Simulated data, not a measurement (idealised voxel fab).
process module | voxel spacer lines
Each square cell in cross-section cut measures 5 nm, and the section as a whole is 285 nm wide.
Cross-sections here: square-cell grids, written as top-down lists of bands, a band being one or more rows of cells. For a band, the entry starts with two heights in nm, that of the top and then that of the bottom, and carries on with the band's materials in order from left to right, each alongside its width in nm; the word "edge to edge" beside a single material means it fills the band edge to edge, and "empty" means empty space. Height is counted from the level 0, under which the received wafer is composed throughout of one material. The lowest of the bands is not closed at the bottom but continues downward, in the notation "0 down". You'd read "30->40" like this: the band's top row of cells is as wide as the first number, its bottom row is as wide as the second, and going down, every row changes width by the same amount as the row before did. Basically "no change occurred" means that step didn't change any cell in the cross-section. Entry "Closed cavities" = empty spaces >= 8 cells with no open way to the top; each as width x height at distance, distance from left edge, all nm. Heads up: the bit after the settings on a step's line is the simulator's remark on that step. overlay nm: on a step with a mask, how far right of its planned place the mask lay; negative means left.

# Process steps (planned)
1. RECEIVE with material Si
2. CONFORMAL_DEP with material Al2O3, thk nm 10
3. DIRECTIONAL_DEP with material W, thk nm 10
4. DIRECTIONAL_DEP with material aC, thk nm 30
5. PATTERN with tone cover, mask id MANDREL, material resist, width nm 25, pitch nm 80, thk nm 35, overlay nm 0
6. DIRECTIONAL_ETCH with etch materials aC, depth nm 30
7. STRIP with etch materials resist
8. CONFORMAL_DEP with material SiO2, thk nm 15
9. DIRECTIONAL_ETCH with etch materials SiO2, depth nm 15
10. STRIP with etch materials aC
11. DIRECTIONAL_ETCH with etch materials W, depth nm 10
12. STRIP with etch materials SiO2

# First of two wafers: run as planned

# Incoming wafer, cross-sectional view, post step 1
    0 down: Si edge to edge
    Closed cavities: none

# Cross-section: wafer state after step 2
    10 to 0: Al2O3 edge to edge
    No changes below 0.

# Cross-section: wafer state after step 3
    20 to 10: W edge to edge
    No changes below 10.

# Cross-section: wafer state after step 4
    50 to 20: aC edge to edge
    No changes below 20.

# Cross-section: wafer state after step 5
    85 to 50: 90 of empty / 25 of resist / 55 of empty / 25 of resist / 90 of empty
    No changes below 50.

# Cross-section: wafer state after step 6
    55 to 50: 90 of empty / 25 of resist / 55 of empty / 25 of resist / 90 of empty
    50 to 20: 90 of empty / 25 of aC / 55 of empty / 25 of aC / 90 of empty
    No changes below 20.

# Cross-section: wafer state after step 7
    50 to 20: 90 of empty / 25 of aC / 55 of empty / 25 of aC / 90 of empty
    No changes below 20.

# Cross-section: wafer state after step 8
    65 to 50: 75 of empty / 55 of SiO2 / 25 of empty / 55 of SiO2 / 75 of empty
    50 to 35: 75 of empty / 15 of SiO2 / 25 of aC / 15 of SiO2 / 25 of empty / 15 of SiO2 / 25 of aC / 15 of SiO2 / 75 of empty
    35 to 20: 90 of SiO2 / 25 of aC / 55 of SiO2 / 25 of aC / 90 of SiO2
    No changes below 20.

# Cross-section: wafer state after step 9
    50 to 20: 75 of empty / 15 of SiO2 / 25 of aC / 15 of SiO2 / 25 of empty / 15 of SiO2 / 25 of aC / 15 of SiO2 / 75 of empty
    No changes below 20.

# Cross-section: wafer state after step 10
    50 to 20: 75 of empty / 15 of SiO2 / 25 of empty / 15 of SiO2 / 25 of empty / 15 of SiO2 / 25 of empty / 15 of SiO2 / 75 of empty
    No changes below 20.

# Cross-section: wafer state after step 11
    50 to 20: 75 of empty / 15 of SiO2 / 25 of empty / 15 of SiO2 / 25 of empty / 15 of SiO2 / 25 of empty / 15 of SiO2 / 75 of empty
    20 to 10: 75 of empty / 15 of W / 25 of empty / 15 of W / 25 of empty / 15 of W / 25 of empty / 15 of W / 75 of empty
    No changes below 10.

# Cross-section: wafer state after step 12
    20 to 10: 75 of empty / 15 of W / 25 of empty / 15 of W / 25 of empty / 15 of W / 25 of empty / 15 of W / 75 of empty
    No changes below 10.

# Second wafer, same starting conditions and recipe as the first, one mistake in executing it, nothing differs from the first up to and including step 11

# Second wafer: cross-section at the scheduled end of step 12
    20 to 10: 75 of empty / 15 of W / 25 of empty / 15 of W / 25 of empty / 15 of W / 25 of empty / 15 of W / 75 of empty
    No changes below 10.
Nonconformance to the process plan: plan step 12 was conducted twice
If you compare the two wafers at the end, their cross-sections are the same, so as far as this model is concerned the mistake changes nothing.
